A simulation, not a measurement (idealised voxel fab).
Process module under the name voxel air gaps
The cross-section shown here is cut; it is 170 nm wide and divided into square cells measuring 5 nm on a side.
Cross-section = grid of square cells, listed top down in bands; band = one or more rows. The band entry comprises the height of the band's top followed by the height of its bottom, expressed in nm, and subsequently the band's materials from left to right, each stated together with its width in nm. Where a single material is marked with the word "edge to edge", that material fills the band from edge to edge. The word "blank" represents empty space. For the purposes of this specification, 0 denotes the height below which the wafer in its as-received condition is composed wholly of one material, and the lowermost band, lacking a lower limit, extends downward without end, as expressed in "0 nm and below". When a width is written as two numbers, as in "30..40", the first number is the width in the top row of cells of the band and the second is the width in its bottom row, and the width changes by the same amount from each row to the next. Where the words "remained unchanged" appear for a step, the cross-section shows no cell changed by that step; every cell remained as before. This entry, "Closed voids list", enumerates those empty regions of no fewer than 8 cells that possess no open connection to the top. Each region is reported in the form width x height at distance, the distance being taken from the left edge, with all three quantities expressed in nm. Post-settings text on a step line: simulator's own remark regarding the step. overlay nm: right-of-plan distance of the mask on a masked step; negative values mean left-of-plan. In what follows, pairs of cross-sections are presented, each taken before and after one process step, with the after cross-section shown only down to the lowest band that was altered; the step, together with its settings, is stated below the pair. The pairs may stem from different runs of this module on the same starting wafer; accordingly, a pair should be taken as continuing from the one above it solely where its entry headed "Status quo ante" indicates as much.

### Status quo ante
  0 nm and below  Si edge to edge
  Closed voids list: none

### Cross-Section After Step
  15 nm to 0 nm  SiO2 edge to edge
  At heights below 0, the structure remains unaltered.
  Closed voids list: none
Relating the two cross-sections above, the step in between is CONFORMAL_DEP [material SiO2] [thk nm 15]

Status quo ante: after-state, pair directly above.

### Cross-Section After Step
  20 nm to 15 nm  SiCN edge to edge
  At heights below 15, the structure remains unaltered.
  Closed voids list: none
Relating the two cross-sections above, the step in between is CONFORMAL_DEP [material SiCN] [thk nm 5]

Status quo ante: after-state, pair directly above.

### Cross-Section After Step
  50 nm to 20 nm  lowk edge to edge
  At heights below 20, the structure remains unaltered.
  Closed voids list: none
Relating the two cross-sections above, the step in between is DIRECTIONAL_DEP [material lowk] [thk nm 30]

Status quo ante: after-state, pair directly above.

### Cross-Section After Step
  50 nm to 20 nm  lowk=30 / blank=15 / lowk=30 / blank=15 / lowk=30 / blank=15 / lowk=35
  At heights below 20, the structure remains unaltered.
  Closed voids list: none
Relating the two cross-sections above, the step in between is MASKED_ETCH [tone open] [mask id LINES] [width nm 15] [pitch nm 45] [etch materials lowk] [depth nm 30] [overlay nm 0]

Status quo ante: after-state, pair directly above.

### Cross-Section After Step
  55 nm to 50 nm  TiN=35 / blank=5 / TiN=40 / blank=5 / TiN=40 / blank=5 / TiN=40
  50 nm to 25 nm  lowk=30 / TiN=5 / blank=5 / TiN=5 / lowk=30 / TiN=5 / blank=5 / TiN=5 / lowk=30 / TiN=5 / blank=5 / TiN=5 / lowk=35
  25 nm to 20 nm  lowk=30 / TiN=15 / lowk=30 / TiN=15 / lowk=30 / TiN=15 / lowk=35
  At heights below 20, the structure remains unaltered.
  Closed voids list: none
Relating the two cross-sections above, the step in between is CONFORMAL_DEP [material TiN] [thk nm 5]

Status quo ante: after-state, pair directly above.

### Cross-Section After Step
  65 nm to 55 nm  Cu edge to edge
  55 nm to 50 nm  TiN=35 / Cu=5 / TiN=40 / Cu=5 / TiN=40 / Cu=5 / TiN=40
  50 nm to 25 nm  lowk=30 / TiN=5 / Cu=5 / TiN=5 / lowk=30 / TiN=5 / Cu=5 / TiN=5 / lowk=30 / TiN=5 / Cu=5 / TiN=5 / lowk=35
  At heights below 25, the structure remains unaltered.
  Closed voids list: none
Relating the two cross-sections above, the step in between is FILL_DEP [material Cu] [thk nm 10]

Status quo ante: after-state, pair directly above.

### Cross-Section After Step
  50 nm to 25 nm  lowk=30 / TiN=5 / Cu=5 / TiN=5 / lowk=30 / TiN=5 / Cu=5 / TiN=5 / lowk=30 / TiN=5 / Cu=5 / TiN=5 / lowk=35
  At heights below 25, the structure remains unaltered.
  Closed voids list: none
Relating the two cross-sections above, the step in between is CMP [height nm 50]

Status quo ante: after-state, pair directly above.

### Cross-Section After Step
  60 nm to 50 nm  blank=20 / Ru=35 / blank=10 / Ru=35 / blank=10 / Ru=35 / blank=25
  At heights below 50, the structure remains unaltered.
  Closed voids list: none
Relating the two cross-sections above, the step in between is EPI [material Ru] [thk nm 10]

Status quo ante: after-state, pair directly above.

### Cross-Section After Step
  60 nm to 50 nm  blank=20 / Ru=35 / blank=10 / Ru=35 / blank=10 / Ru=35 / blank=25
  50 nm to 25 nm  blank=30 / TiN=5 / Cu=5 / TiN=5 / blank=30 / TiN=5 / Cu=5 / TiN=5 / blank=30 / TiN=5 / Cu=5 / TiN=5 / blank=35
  25 nm to 20 nm  blank=30 / TiN=15 / blank=30 / TiN=15 / blank=30 / TiN=15 / blank=35
  At heights below 20, the structure remains unaltered.
  Closed voids list: none
Relating the two cross-sections above, the step in between is SELECTIVE_ETCH [etch materials lowk] [depth nm 40]

Status quo ante: after-state, pair directly above.

### Cross-Section After Step
  65 nm to 60 nm  blank=15 / SiCN=135 / blank=20
  60 nm to 50 nm  blank=15 / SiCN=5 / Ru=35 / SiCN=10 / Ru=35 / SiCN=10 / Ru=35 / SiCN=5 / blank=20
  50 nm to 45 nm  blank=15 / SiCN=15 / TiN=5 / Cu=5 / TiN=5 / SiCN=30 / TiN=5 / Cu=5 / TiN=5 / SiCN=30 / TiN=5 / Cu=5 / TiN=5 / SiCN=15 / blank=20
  45 nm to 25 nm  blank=25 / SiCN=5 / TiN=5 / Cu=5 / TiN=5 / SiCN=5 / blank=20 / SiCN=5 / TiN=5 / Cu=5 / TiN=5 / SiCN=5 / blank=20 / SiCN=5 / TiN=5 / Cu=5 / TiN=5 / SiCN=5 / blank=30
  25 nm to 20 nm  SiCN=30 / TiN=15 / SiCN=30 / TiN=15 / SiCN=30 / TiN=15 / SiCN=35
  At heights below 20, the structure remains unaltered.
  Closed voids list: 20 x 20 at 50; 20 x 20 at 95
Relating the two cross-sections above, the step in between is CONFORMAL_DEP [material SiCN] [thk nm 5]

### Status quo ante
  60 nm to 50 nm  blank=20 / Ru=35 / blank=10 / Ru=35 / blank=10 / Ru=35 / blank=25
  50 nm to 25 nm  lowk=30 / TiN=5 / Cu=5 / TiN=5 / lowk=30 / TiN=5 / Cu=5 / TiN=5 / lowk=30 / TiN=5 / Cu=5 / TiN=5 / lowk=35
  25 nm to 20 nm  lowk=30 / TiN=15 / lowk=30 / TiN=15 / lowk=30 / TiN=15 / lowk=35
  20 nm to 15 nm  SiCN edge to edge
  15 nm to 0 nm  SiO2 edge to edge
  0 nm and below  Si edge to edge
  Closed voids list: none

### Cross-Section After Step
  70 nm to 50 nm  blank=10 / Ru=145 / blank=15
  At heights below 50, the structure remains unaltered.
  Closed voids list: none
Relating the two cross-sections above, the step in between is EPI [material Ru] [thk nm 10]

Status quo ante: after-state, pair directly above.

### Cross-Section After Step
  70 nm to 50 nm  blank=10 / Ru=145 / blank=15
  50 nm to 25 nm  blank=30 / TiN=5 / Cu=5 / TiN=5 / lowk=30 / TiN=5 / Cu=5 / TiN=5 / lowk=30 / TiN=5 / Cu=5 / TiN=5 / blank=35
  25 nm to 20 nm  blank=30 / TiN=15 / lowk=30 / TiN=15 / lowk=30 / TiN=15 / blank=35
  At heights below 20, the structure remains unaltered.
  Closed voids list: none
Relating the two cross-sections above, the step in between is SELECTIVE_ETCH [etch materials lowk] [depth nm 40]

Status quo ante: after-state, pair directly above.

### Cross-Section After Step
  75 nm to 70 nm  blank=5 / SiCN=155 / blank=10
  70 nm to 50 nm  blank=5 / SiCN=5 / Ru=145 / SiCN=5 / blank=10
  50 nm to 45 nm  blank=5 / SiCN=25 / TiN=5 / Cu=5 / TiN=5 / lowk=30 / TiN=5 / Cu=5 / TiN=5 / lowk=30 / TiN=5 / Cu=5 / TiN=5 / SiCN=25 / blank=10
  45 nm to 25 nm  blank=25 / SiCN=5 / TiN=5 / Cu=5 / TiN=5 / lowk=30 / TiN=5 / Cu=5 / TiN=5 / lowk=30 / TiN=5 / Cu=5 / TiN=5 / SiCN=5 / blank=30
  25 nm to 20 nm  SiCN=30 / TiN=15 / lowk=30 / TiN=15 / lowk=30 / TiN=15 / SiCN=35
  At heights below 20, the structure remains unaltered.
  Closed voids list: none
Relating the two cross-sections above, the step in between is CONFORMAL_DEP [material SiCN] [thk nm 5]

### Status quo ante
  15 nm to 0 nm  SiO2 edge to edge
  0 nm and below  Si edge to edge
  Closed voids list: none

### Cross-Section After Step
  45 nm to 15 nm  lowk edge to edge
  At heights below 15, the structure remains unaltered.
  Closed voids list: none
Relating the two cross-sections above, the step in between is DIRECTIONAL_DEP [material lowk] [thk nm 30]

Status quo ante: after-state, pair directly above.

### Cross-Section After Step
  50 nm to 45 nm  SiCN edge to edge
  At heights below 45, the structure remains unaltered.
  Closed voids list: none
Relating the two cross-sections above, the step in between is CONFORMAL_DEP [material SiCN] [thk nm 5]

Status quo ante: after-state, pair directly above.

### Cross-Section After Step
  55 nm to 50 nm  TiN edge to edge
  At heights below 50, the structure remains unaltered.
  Closed voids list: none
Relating the two cross-sections above, the step in between is CONFORMAL_DEP [material TiN] [thk nm 5]

Status quo ante: after-state, pair directly above.

### Cross-Section After Step
  65 nm to 55 nm  Cu edge to edge
  At heights below 55, the structure remains unaltered.
  Closed voids list: none
Relating the two cross-sections above, the step in between is FILL_DEP [material Cu] [thk nm 10]

Status quo ante: after-state, pair directly above.

### Cross-Section After Step
  50 nm to 45 nm  SiCN edge to edge
  At heights below 45, the structure remains unaltered.
  Closed voids list: none
Relating the two cross-sections above, the step in between is CMP [height nm 50]

Status quo ante: after-state, pair directly above.

### Cross-Section After Step
  55 nm to 45 nm  SiCN edge to edge
  At heights below 45, the structure remains unaltered.
  Closed voids list: none
Relating the two cross-sections above, the step in between is CONFORMAL_DEP [material SiCN] [thk nm 5]

### Status quo ante
  60 nm to 50 nm  blank=20 / Ru=35 / blank=10 / Ru=35 / blank=10 / Ru=35 / blank=25
  50 nm to 25 nm  blank=30 / TiN=5 / Cu=5 / TiN=5 / blank=30 / TiN=5 / Cu=5 / TiN=5 / blank=30 / TiN=5 / Cu=5 / TiN=5 / blank=35
  25 nm to 20 nm  blank=30 / TiN=15 / blank=30 / TiN=15 / blank=30 / TiN=15 / blank=35
  20 nm to 15 nm  SiCN edge to edge
  15 nm to 0 nm  SiO2 edge to edge
  0 nm and below  Si edge to edge
  Closed voids list: none

### Cross-Section After Step
  75 nm to 60 nm  blank=5 / SiCN=155 / blank=10
  60 nm to 50 nm  blank=5 / SiCN=15 / Ru=35 / SiCN=10 / Ru=35 / SiCN=10 / Ru=35 / SiCN=15 / blank=10
  50 nm to 45 nm  blank=5 / SiCN=25 / TiN=5 / Cu=5 / TiN=5 / SiCN=30 / TiN=5 / Cu=5 / TiN=5 / SiCN=30 / TiN=5 / Cu=5 / TiN=5 / SiCN=25 / blank=10
  45 nm to 35 nm  blank=5 / SiCN=25 / TiN=5 / Cu=5 / TiN=5 / SiCN=5 / blank=20 / SiCN=5 / TiN=5 / Cu=5 / TiN=5 / SiCN=5 / blank=20 / SiCN=5 / TiN=5 / Cu=5 / TiN=5 / SiCN=25 / blank=10
  35 nm to 25 nm  SiCN=30 / TiN=5 / Cu=5 / TiN=5 / SiCN=5 / blank=20 / SiCN=5 / TiN=5 / Cu=5 / TiN=5 / SiCN=5 / blank=20 / SiCN=5 / TiN=5 / Cu=5 / TiN=5 / SiCN=35
  25 nm to 20 nm  SiCN=30 / TiN=15 / SiCN=30 / TiN=15 / SiCN=30 / TiN=15 / SiCN=35
  At heights below 20, the structure remains unaltered.
  Closed voids list: 20 x 20 at 50; 20 x 20 at 95
Relating the two cross-sections above, the step in between is CONFORMAL_DEP [material SiCN] [thk nm 15]

### Status quo ante
  50 nm to 20 nm  lowk edge to edge
  20 nm to 15 nm  SiCN edge to edge
  15 nm to 0 nm  SiO2 edge to edge
  0 nm and below  Si edge to edge
  Closed voids list: none

### Cross-Section After Step
  50 nm to 20 nm  lowk=30 / blank=20 / lowk=25 / blank=20 / lowk=25 / blank=20 / lowk=30
  At heights below 20, the structure remains unaltered.
  Closed voids list: none
Relating the two cross-sections above, the step in between is MASKED_ETCH [tone open] [mask id LINES] [width nm 20] [pitch nm 45] [etch materials lowk] [depth nm 30] [overlay nm 0]

Status quo ante: after-state, pair directly above.

### Cross-Section After Step
  55 nm to 50 nm  TiN=35 / blank=10 / TiN=35 / blank=10 / TiN=35 / blank=10 / TiN=35
  50 nm to 25 nm  lowk=30 / TiN=5 / blank=10 / TiN=5 / lowk=25 / TiN=5 / blank=10 / TiN=5 / lowk=25 / TiN=5 / blank=10 / TiN=5 / lowk=30
  25 nm to 20 nm  lowk=30 / TiN=20 / lowk=25 / TiN=20 / lowk=25 / TiN=20 / lowk=30
  At heights below 20, the structure remains unaltered.
  Closed voids list: none
Relating the two cross-sections above, the step in between is CONFORMAL_DEP [material TiN] [thk nm 5]

Status quo ante: after-state, pair directly above.

### Cross-Section After Step
  65 nm to 55 nm  Cu edge to edge
  55 nm to 50 nm  TiN=35 / Cu=10 / TiN=35 / Cu=10 / TiN=35 / Cu=10 / TiN=35
  50 nm to 25 nm  lowk=30 / TiN=5 / Cu=10 / TiN=5 / lowk=25 / TiN=5 / Cu=10 / TiN=5 / lowk=25 / TiN=5 / Cu=10 / TiN=5 / lowk=30
  At heights below 25, the structure remains unaltered.
  Closed voids list: none
Relating the two cross-sections above, the step in between is FILL_DEP [material Cu] [thk nm 10]

Status quo ante: after-state, pair directly above.

### Cross-Section After Step
  50 nm to 25 nm  lowk=30 / TiN=5 / Cu=10 / TiN=5 / lowk=25 / TiN=5 / Cu=10 / TiN=5 / lowk=25 / TiN=5 / Cu=10 / TiN=5 / lowk=30
  At heights below 25, the structure remains unaltered.
  Closed voids list: none
Relating the two cross-sections above, the step in between is CMP [height nm 50]

Status quo ante: after-state, pair directly above.

### Cross-Section After Step
  60 nm to 50 nm  blank=20 / Ru=40 / blank=5 / Ru=40 / blank=5 / Ru=40 / blank=20
  At heights below 50, the structure remains unaltered.
  Closed voids list: none
Relating the two cross-sections above, the step in between is EPI [material Ru] [thk nm 10]

Status quo ante: after-state, pair directly above.

### Cross-Section After Step
  60 nm to 50 nm  blank=20 / Ru=40 / blank=5 / Ru=40 / blank=5 / Ru=40 / blank=20
  50 nm to 25 nm  blank=30 / TiN=5 / Cu=10 / TiN=5 / blank=25 / TiN=5 / Cu=10 / TiN=5 / blank=25 / TiN=5 / Cu=10 / TiN=5 / blank=30
  25 nm to 20 nm  blank=30 / TiN=20 / blank=25 / TiN=20 / blank=25 / TiN=20 / blank=30
  At heights below 20, the structure remains unaltered.
  Closed voids list: none
Relating the two cross-sections above, the step in between is SELECTIVE_ETCH [etch materials lowk] [depth nm 40]

Status quo ante: after-state, pair directly above.

### Cross-Section After Step
  65 nm to 60 nm  blank=15 / SiCN=140 / blank=15
  60 nm to 50 nm  blank=15 / SiCN=5 / Ru=40 / SiCN=5 / Ru=40 / SiCN=5 / Ru=40 / SiCN=5 / blank=15
  50 nm to 45 nm  blank=15 / SiCN=15 / TiN=5 / Cu=10 / TiN=5 / SiCN=25 / TiN=5 / Cu=10 / TiN=5 / SiCN=25 / TiN=5 / Cu=10 / TiN=5 / SiCN=15 / blank=15
  45 nm to 25 nm  blank=25 / SiCN=5 / TiN=5 / Cu=10 / TiN=5 / SiCN=5 / blank=15 / SiCN=5 / TiN=5 / Cu=10 / TiN=5 / SiCN=5 / blank=15 / SiCN=5 / TiN=5 / Cu=10 / TiN=5 / SiCN=5 / blank=25
  25 nm to 20 nm  SiCN=30 / TiN=20 / SiCN=25 / TiN=20 / SiCN=25 / TiN=20 / SiCN=30
  At heights below 20, the structure remains unaltered.
  Closed voids list: 15 x 20 at 55; 15 x 20 at 100
Relating the two cross-sections above, the step in between is CONFORMAL_DEP [material SiCN] [thk nm 5]

### Status quo ante
  50 nm to 20 nm  lowk edge to edge
  20 nm to 15 nm  SiCN edge to edge
  15 nm to 0 nm  SiO2 edge to edge
  0 nm and below  Si edge to edge
  Closed voids list: none

### Cross-Section After Step
  50 nm to 20 nm  lowk=25 / blank=15 / lowk=30 / blank=15 / lowk=30 / blank=15 / lowk=40
  At heights below 20, the structure remains unaltered.
  Closed voids list: none
Relating the two cross-sections above, the step in between is MASKED_ETCH [tone open] [mask id LINES] [width nm 15] [pitch nm 45] [etch materials lowk] [depth nm 30] [overlay nm -5]

Status quo ante: after-state, pair directly above.

### Cross-Section After Step
  55 nm to 50 nm  TiN=30 / blank=5 / TiN=40 / blank=5 / TiN=40 / blank=5 / TiN=45
  50 nm to 25 nm  lowk=25 / TiN=5 / blank=5 / TiN=5 / lowk=30 / TiN=5 / blank=5 / TiN=5 / lowk=30 / TiN=5 / blank=5 / TiN=5 / lowk=40
  25 nm to 20 nm  lowk=25 / TiN=15 / lowk=30 / TiN=15 / lowk=30 / TiN=15 / lowk=40
  At heights below 20, the structure remains unaltered.
  Closed voids list: none
Relating the two cross-sections above, the step in between is CONFORMAL_DEP [material TiN] [thk nm 5]

Status quo ante: after-state, pair directly above.

### Cross-Section After Step
  65 nm to 55 nm  Cu edge to edge
  55 nm to 50 nm  TiN=30 / Cu=5 / TiN=40 / Cu=5 / TiN=40 / Cu=5 / TiN=45
  50 nm to 25 nm  lowk=25 / TiN=5 / Cu=5 / TiN=5 / lowk=30 / TiN=5 / Cu=5 / TiN=5 / lowk=30 / TiN=5 / Cu=5 / TiN=5 / lowk=40
  At heights below 25, the structure remains unaltered.
  Closed voids list: none
Relating the two cross-sections above, the step in between is FILL_DEP [material Cu] [thk nm 10]

Status quo ante: after-state, pair directly above.

### Cross-Section After Step
  50 nm to 25 nm  lowk=25 / TiN=5 / Cu=5 / TiN=5 / lowk=30 / TiN=5 / Cu=5 / TiN=5 / lowk=30 / TiN=5 / Cu=5 / TiN=5 / lowk=40
  At heights below 25, the structure remains unaltered.
  Closed voids list: none
Relating the two cross-sections above, the step in between is CMP [height nm 50]

Status quo ante: after-state, pair directly above.

### Cross-Section After Step
  60 nm to 50 nm  blank=15 / Ru=35 / blank=10 / Ru=35 / blank=10 / Ru=35 / blank=30
  At heights below 50, the structure remains unaltered.
  Closed voids list: none
Relating the two cross-sections above, the step in between is EPI [material Ru] [thk nm 10]

Status quo ante: after-state, pair directly above.

### Cross-Section After Step
  60 nm to 50 nm  blank=15 / Ru=35 / blank=10 / Ru=35 / blank=10 / Ru=35 / blank=30
  50 nm to 25 nm  blank=25 / TiN=5 / Cu=5 / TiN=5 / blank=30 / TiN=5 / Cu=5 / TiN=5 / blank=30 / TiN=5 / Cu=5 / TiN=5 / blank=40
  25 nm to 20 nm  blank=25 / TiN=15 / blank=30 / TiN=15 / blank=30 / TiN=15 / blank=40
  At heights below 20, the structure remains unaltered.
  Closed voids list: none
Relating the two cross-sections above, the step in between is SELECTIVE_ETCH [etch materials lowk] [depth nm 40]

Status quo ante: after-state, pair directly above.

### Cross-Section After Step
  65 nm to 60 nm  blank=10 / SiCN=135 / blank=25
  60 nm to 50 nm  blank=10 / SiCN=5 / Ru=35 / SiCN=10 / Ru=35 / SiCN=10 / Ru=35 / SiCN=5 / blank=25
  50 nm to 45 nm  blank=10 / SiCN=15 / TiN=5 / Cu=5 / TiN=5 / SiCN=30 / TiN=5 / Cu=5 / TiN=5 / SiCN=30 / TiN=5 / Cu=5 / TiN=5 / SiCN=15 / blank=25
  45 nm to 25 nm  blank=20 / SiCN=5 / TiN=5 / Cu=5 / TiN=5 / SiCN=5 / blank=20 / SiCN=5 / TiN=5 / Cu=5 / TiN=5 / SiCN=5 / blank=20 / SiCN=5 / TiN=5 / Cu=5 / TiN=5 / SiCN=5 / blank=35
  25 nm to 20 nm  SiCN=25 / TiN=15 / SiCN=30 / TiN=15 / SiCN=30 / TiN=15 / SiCN=40
  At heights below 20, the structure remains unaltered.
  Closed voids list: 20 x 20 at 45; 20 x 20 at 90
Relating the two cross-sections above, the step in between is CONFORMAL_DEP [material SiCN] [thk nm 5]

### Status quo ante
  0 nm and below  Si edge to edge
  Closed voids list: none

### Cross-Section After Step
  15 nm to 0 nm  lowk edge to edge
  At heights below 0, the structure remains unaltered.
  Closed voids list: none
Relating the two cross-sections above, the step in between is CONFORMAL_DEP [material lowk] [thk nm 15]

Status quo ante: after-state, pair directly above.

### Cross-Section After Step
  20 nm to 15 nm  SiCN edge to edge
  At heights below 15, the structure remains unaltered.
  Closed voids list: none
Relating the two cross-sections above, the step in between is CONFORMAL_DEP [material SiCN] [thk nm 5]

Status quo ante: after-state, pair directly above.

### Cross-Section After Step
  50 nm to 20 nm  lowk edge to edge
  At heights below 20, the structure remains unaltered.
  Closed voids list: none
Relating the two cross-sections above, the step in between is DIRECTIONAL_DEP [material lowk] [thk nm 30]

Status quo ante: after-state, pair directly above.

### Cross-Section After Step
  50 nm to 20 nm  lowk=30 / blank=15 / lowk=30 / blank=15 / lowk=30 / blank=15 / lowk=35
  At heights below 20, the structure remains unaltered.
  Closed voids list: none
Relating the two cross-sections above, the step in between is MASKED_ETCH [tone open] [mask id LINES] [width nm 15] [pitch nm 45] [etch materials lowk] [depth nm 30] [overlay nm 0]

Status quo ante: after-state, pair directly above.

### Cross-Section After Step
  55 nm to 50 nm  TiN=35 / blank=5 / TiN=40 / blank=5 / TiN=40 / blank=5 / TiN=40
  50 nm to 25 nm  lowk=30 / TiN=5 / blank=5 / TiN=5 / lowk=30 / TiN=5 / blank=5 / TiN=5 / lowk=30 / TiN=5 / blank=5 / TiN=5 / lowk=35
  25 nm to 20 nm  lowk=30 / TiN=15 / lowk=30 / TiN=15 / lowk=30 / TiN=15 / lowk=35
  At heights below 20, the structure remains unaltered.
  Closed voids list: none
Relating the two cross-sections above, the step in between is CONFORMAL_DEP [material TiN] [thk nm 5]

Status quo ante: after-state, pair directly above.

### Cross-Section After Step
  65 nm to 55 nm  Cu edge to edge
  55 nm to 50 nm  TiN=35 / Cu=5 / TiN=40 / Cu=5 / TiN=40 / Cu=5 / TiN=40
  50 nm to 25 nm  lowk=30 / TiN=5 / Cu=5 / TiN=5 / lowk=30 / TiN=5 / Cu=5 / TiN=5 / lowk=30 / TiN=5 / Cu=5 / TiN=5 / lowk=35
  At heights below 25, the structure remains unaltered.
  Closed voids list: none
Relating the two cross-sections above, the step in between is FILL_DEP [material Cu] [thk nm 10]

Status quo ante: after-state, pair directly above.

### Cross-Section After Step
  50 nm to 25 nm  lowk=30 / TiN=5 / Cu=5 / TiN=5 / lowk=30 / TiN=5 / Cu=5 / TiN=5 / lowk=30 / TiN=5 / Cu=5 / TiN=5 / lowk=35
  At heights below 25, the structure remains unaltered.
  Closed voids list: none
Relating the two cross-sections above, the step in between is CMP [height nm 50]

Status quo ante: after-state, pair directly above.

### Cross-Section After Step
  60 nm to 50 nm  blank=20 / Ru=35 / blank=10 / Ru=35 / blank=10 / Ru=35 / blank=25
  At heights below 50, the structure remains unaltered.
  Closed voids list: none
Relating the two cross-sections above, the step in between is EPI [material Ru] [thk nm 10]

Status quo ante: after-state, pair directly above.

### Cross-Section After Step
  60 nm to 50 nm  blank=20 / Ru=35 / blank=10 / Ru=35 / blank=10 / Ru=35 / blank=25
  50 nm to 25 nm  blank=30 / TiN=5 / Cu=5 / TiN=5 / blank=30 / TiN=5 / Cu=5 / TiN=5 / blank=30 / TiN=5 / Cu=5 / TiN=5 / blank=35
  25 nm to 20 nm  blank=30 / TiN=15 / blank=30 / TiN=15 / blank=30 / TiN=15 / blank=35
  At heights below 20, the structure remains unaltered.
  Closed voids list: none
Relating the two cross-sections above, the step in between is SELECTIVE_ETCH [etch materials lowk] [depth nm 40]

Status quo ante: after-state, pair directly above.

### Cross-Section After Step
  65 nm to 60 nm  blank=15 / SiCN=135 / blank=20
  60 nm to 50 nm  blank=15 / SiCN=5 / Ru=35 / SiCN=10 / Ru=35 / SiCN=10 / Ru=35 / SiCN=5 / blank=20
  50 nm to 45 nm  blank=15 / SiCN=15 / TiN=5 / Cu=5 / TiN=5 / SiCN=30 / TiN=5 / Cu=5 / TiN=5 / SiCN=30 / TiN=5 / Cu=5 / TiN=5 / SiCN=15 / blank=20
  45 nm to 25 nm  blank=25 / SiCN=5 / TiN=5 / Cu=5 / TiN=5 / SiCN=5 / blank=20 / SiCN=5 / TiN=5 / Cu=5 / TiN=5 / SiCN=5 / blank=20 / SiCN=5 / TiN=5 / Cu=5 / TiN=5 / SiCN=5 / blank=30
  25 nm to 20 nm  SiCN=30 / TiN=15 / SiCN=30 / TiN=15 / SiCN=30 / TiN=15 / SiCN=35
  At heights below 20, the structure remains unaltered.
  Closed voids list: 20 x 20 at 50; 20 x 20 at 95
Relating the two cross-sections above, the step in between is CONFORMAL_DEP [material SiCN] [thk nm 5]

### Status quo ante
  50 nm to 20 nm  lowk edge to edge
  20 nm to 15 nm  SiCN edge to edge
  15 nm to 0 nm  SiO2 edge to edge
  0 nm and below  Si edge to edge
  Closed voids list: none

### Cross-Section After Step
  50 nm to 20 nm  blank=30 / lowk=15 / blank=30 / lowk=15 / blank=30 / lowk=15 / blank=35
  At heights below 20, the structure remains unaltered.
  Closed voids list: none
Relating the two cross-sections above, the step in between is MASKED_ETCH [tone cover] [mask id LINES] [width nm 15] [pitch nm 45] [etch materials lowk] [depth nm 30] [overlay nm 0]

Status quo ante: after-state, pair directly above.

### Cross-Section After Step
  55 nm to 50 nm  blank=25 / TiN=25 / blank=20 / TiN=25 / blank=20 / TiN=25 / blank=30
  50 nm to 25 nm  blank=25 / TiN=5 / lowk=15 / TiN=5 / blank=20 / TiN=5 / lowk=15 / TiN=5 / blank=20 / TiN=5 / lowk=15 / TiN=5 / blank=30
  25 nm to 20 nm  TiN=30 / lowk=15 / TiN=30 / lowk=15 / TiN=30 / lowk=15 / TiN=35
  At heights below 20, the structure remains unaltered.
  Closed voids list: none
Relating the two cross-sections above, the step in between is CONFORMAL_DEP [material TiN] [thk nm 5]

Status quo ante: after-state, pair directly above.

### Cross-Section After Step
  65 nm to 55 nm  Cu edge to edge
  55 nm to 50 nm  Cu=25 / TiN=25 / Cu=20 / TiN=25 / Cu=20 / TiN=25 / Cu=30
  50 nm to 25 nm  Cu=25 / TiN=5 / lowk=15 / TiN=5 / Cu=20 / TiN=5 / lowk=15 / TiN=5 / Cu=20 / TiN=5 / lowk=15 / TiN=5 / Cu=30
  At heights below 25, the structure remains unaltered.
  Closed voids list: none
Relating the two cross-sections above, the step in between is FILL_DEP [material Cu] [thk nm 10]

Status quo ante: after-state, pair directly above.

### Cross-Section After Step
  50 nm to 25 nm  Cu=25 / TiN=5 / lowk=15 / TiN=5 / Cu=20 / TiN=5 / lowk=15 / TiN=5 / Cu=20 / TiN=5 / lowk=15 / TiN=5 / Cu=30
  At heights below 25, the structure remains unaltered.
  Closed voids list: none
Relating the two cross-sections above, the step in between is CMP [height nm 50]

Status quo ante: after-state, pair directly above.

### Cross-Section After Step
  60 nm to 50 nm  Ru edge to edge
  At heights below 50, the structure remains unaltered.
  Closed voids list: none
Relating the two cross-sections above, the step in between is EPI [material Ru] [thk nm 10]

Status quo ante: after-state, pair directly above.

### Cross-Section After Step
  65 nm to 60 nm  SiCN edge to edge
  At heights below 60, the structure remains unaltered.
  Closed voids list: none
Relating the two cross-sections above, the step in between is CONFORMAL_DEP [material SiCN] [thk nm 5]
